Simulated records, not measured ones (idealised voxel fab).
The following process module bears the name voxel trench capacitor.
Square cells of 5 nm make up the cross-section cut, whose width is 165 nm.
Format of a cross-section: grid, square cells. Given as bands. Order: top down. Band: one or more rows of cells. A band entry consists of two parts. The first gives the height of the band's top and the height of its bottom, in nm. The rest lists the band's materials from left to right, each with its width in nm. A single material labelled with the word "full width" fills the band from edge to edge, and the word "blank" marks empty space. Height 0 is the level under which the wafer as received is all one material. The lowest band goes on downwards, as in "0..down". When a width is written as two numbers, as in "30..40", the first number is the width in the top row of cells of the band and the second is the width in its bottom row, and the width changes by the same amount from each row to the next. Reading "remains unaltered" for a step: not a cell of the cross-section changed in it. Empty spaces counting at least 8 cells and having no open way to the top are listed in "Closed void catalog". The notation width x height at distance is used for each, the distance being from the left edge and all three values in nm. Read whatever lies past the settings on a step's line as the simulator's own remark about the step. overlay nm: right-of-plan distance of the mask on a masked step; negative values mean left-of-plan.

Planned step list for the process:
step 1: RECEIVE, material Si
step 2: CONFORMAL_DEP, material SiN, thk nm 5
step 3: DIRECTIONAL_DEP, material aC, thk nm 15
step 4: PATTERN, tone open, mask id TRENCH, material resist, width nm 15, pitch nm 40, thk nm 35, overlay nm 0
step 5: DIRECTIONAL_ETCH, etch materials aC, depth nm 15
step 6: STRIP, etch materials resist
step 7: DIRECTIONAL_ETCH, etch materials SiN, depth nm 5
step 8: DIRECTIONAL_ETCH, etch materials Si, depth nm 40
step 9: STRIP, etch materials aC
step 10: CONFORMAL_DEP, material Al2O3, thk nm 5
step 11: FILL_DEP, material polySi, thk nm 5
step 12: CMP, height nm 5

So, the first of our two wafers, run just as we planned it:

Wafer at receipt (post step 1), cross-section:
* 0..down = Si full width
* Closed void catalog: none

after step 2:
* 5..0 = SiN full width
* Below 0, no change.

after step 3:
* 20..5 = aC full width
* Below 5, no change.

after step 4:
* 55..20 = resist: 35, blank: 15, resist: 25, blank: 15, resist: 25, blank: 15, resist: 35
* Below 20, no change.

after step 5:
* 40..20 = resist: 35, blank: 15, resist: 25, blank: 15, resist: 25, blank: 15, resist: 35
* 20..5 = aC: 35, blank: 15, aC: 25, blank: 15, aC: 25, blank: 15, aC: 35
* Below 5, no change.

after step 6:
* 20..5 = aC: 35, blank: 15, aC: 25, blank: 15, aC: 25, blank: 15, aC: 35
* Below 5, no change.

after step 7:
* 20..5 = aC: 35, blank: 15, aC: 25, blank: 15, aC: 25, blank: 15, aC: 35
* 5..0 = SiN: 35, blank: 15, SiN: 25, blank: 15, SiN: 25, blank: 15, SiN: 35
* Below 0, no change.

after step 8:
* 20..5 = aC: 35, blank: 15, aC: 25, blank: 15, aC: 25, blank: 15, aC: 35
* 5..0 = SiN: 35, blank: 15, SiN: 25, blank: 15, SiN: 25, blank: 15, SiN: 35
* 0..-40 = Si: 35, blank: 15, Si: 25, blank: 15, Si: 25, blank: 15, Si: 35
* Below -40, no change.

after step 9:
* 5..0 = SiN: 35, blank: 15, SiN: 25, blank: 15, SiN: 25, blank: 15, SiN: 35
* Below 0, no change.

after step 10:
* 10..5 = Al2O3: 40, blank: 5, Al2O3: 35, blank: 5, Al2O3: 35, blank: 5, Al2O3: 40
* 5..0 = SiN: 35, Al2O3: 5, blank: 5, Al2O3: 5, SiN: 25, Al2O3: 5, blank: 5, Al2O3: 5, SiN: 25, Al2O3: 5, blank: 5, Al2O3: 5, SiN: 35
* 0..-35 = Si: 35, Al2O3: 5, blank: 5, Al2O3: 5, Si: 25, Al2O3: 5, blank: 5, Al2O3: 5, Si: 25, Al2O3: 5, blank: 5, Al2O3: 5, Si: 35
* -35..-40 = Si: 35, Al2O3: 15, Si: 25, Al2O3: 15, Si: 25, Al2O3: 15, Si: 35
* Below -40, no change.

after step 11:
* 15..10 = polySi full width
* 10..5 = Al2O3: 40, polySi: 5, Al2O3: 35, polySi: 5, Al2O3: 35, polySi: 5, Al2O3: 40
* 5..0 = SiN: 35, Al2O3: 5, polySi: 5, Al2O3: 5, SiN: 25, Al2O3: 5, polySi: 5, Al2O3: 5, SiN: 25, Al2O3: 5, polySi: 5, Al2O3: 5, SiN: 35
* 0..-35 = Si: 35, Al2O3: 5, polySi: 5, Al2O3: 5, Si: 25, Al2O3: 5, polySi: 5, Al2O3: 5, Si: 25, Al2O3: 5, polySi: 5, Al2O3: 5, Si: 35
* Below -35, no change.

after step 12:
* 5..0 = SiN: 35, Al2O3: 5, polySi: 5, Al2O3: 5, SiN: 25, Al2O3: 5, polySi: 5, Al2O3: 5, SiN: 25, Al2O3: 5, polySi: 5, Al2O3: 5, SiN: 35
* Below 0, no change.

second wafer: like start, like plan, one mistake. Through step 3 it matches the first wafer:

Planned end of step 4: second wafer, cross-section:
* 55..20 = resist: 30, blank: 25, resist: 15, blank: 25, resist: 15, blank: 25, resist: 30
* Below 20, no change.

Planned end of step 5: second wafer, cross-section:
* 40..20 = resist: 30, blank: 25, resist: 15, blank: 25, resist: 15, blank: 25, resist: 30
* 20..5 = aC: 30, blank: 25, aC: 15, blank: 25, aC: 15, blank: 25, aC: 30
* Below 5, no change.

Planned end of step 6: second wafer, cross-section:
* 20..5 = aC: 30, blank: 25, aC: 15, blank: 25, aC: 15, blank: 25, aC: 30
* Below 5, no change.

Planned end of step 7: second wafer, cross-section:
* 20..5 = aC: 30, blank: 25, aC: 15, blank: 25, aC: 15, blank: 25, aC: 30
* 5..0 = SiN: 30, blank: 25, SiN: 15, blank: 25, SiN: 15, blank: 25, SiN: 30
* Below 0, no change.

Planned end of step 8: second wafer, cross-section:
* 20..5 = aC: 30, blank: 25, aC: 15, blank: 25, aC: 15, blank: 25, aC: 30
* 5..0 = SiN: 30, blank: 25, SiN: 15, blank: 25, SiN: 15, blank: 25, SiN: 30
* 0..-40 = Si: 30, blank: 25, Si: 15, blank: 25, Si: 15, blank: 25, Si: 30
* Below -40, no change.

Planned end of step 9: second wafer, cross-section:
* 5..0 = SiN: 30, blank: 25, SiN: 15, blank: 25, SiN: 15, blank: 25, SiN: 30
* Below 0, no change.

Planned end of step 10: second wafer, cross-section:
* 10..5 = Al2O3: 35, blank: 15, Al2O3: 25, blank: 15, Al2O3: 25, blank: 15, Al2O3: 35
* 5..0 = SiN: 30, Al2O3: 5, blank: 15, Al2O3: 5, SiN: 15, Al2O3: 5, blank: 15, Al2O3: 5, SiN: 15, Al2O3: 5, blank: 15, Al2O3: 5, SiN: 30
* 0..-35 = Si: 30, Al2O3: 5, blank: 15, Al2O3: 5, Si: 15, Al2O3: 5, blank: 15, Al2O3: 5, Si: 15, Al2O3: 5, blank: 15, Al2O3: 5, Si: 30
* -35..-40 = Si: 30, Al2O3: 25, Si: 15, Al2O3: 25, Si: 15, Al2O3: 25, Si: 30
* Below -40, no change.

Planned end of step 11: second wafer, cross-section:
* 15..10 = polySi full width
* 10..5 = Al2O3: 35, polySi: 15, Al2O3: 25, polySi: 15, Al2O3: 25, polySi: 15, Al2O3: 35
* 5..0 = SiN: 30, Al2O3: 5, polySi: 15, Al2O3: 5, SiN: 15, Al2O3: 5, polySi: 15, Al2O3: 5, SiN: 15, Al2O3: 5, polySi: 15, Al2O3: 5, SiN: 30
* 0..-35 = Si: 30, Al2O3: 5, polySi: 15, Al2O3: 5, Si: 15, Al2O3: 5, polySi: 15, Al2O3: 5, Si: 15, Al2O3: 5, polySi: 15, Al2O3: 5, Si: 30
* Below -35, no change.

Planned end of step 12: second wafer, cross-section:
* 5..0 = SiN: 30, Al2O3: 5, polySi: 15, Al2O3: 5, SiN: 15, Al2O3: 5, polySi: 15, Al2O3: 5, SiN: 15, Al2O3: 5, polySi: 15, Al2O3: 5, SiN: 30
* Below 0, no change.
Nonconformance to the process plan: step 4 did not use the planned setting and instead ran as PATTERN, tone open, mask id TRENCH, material resist, width nm 25, pitch nm 40, thk nm 35, overlay nm 0
The second wafer ends with more or fewer cells of some materials than the first, per final count: 6 more of Al2O3, 48 fewer of Si, 6 fewer of SiN, 48 more of polySi
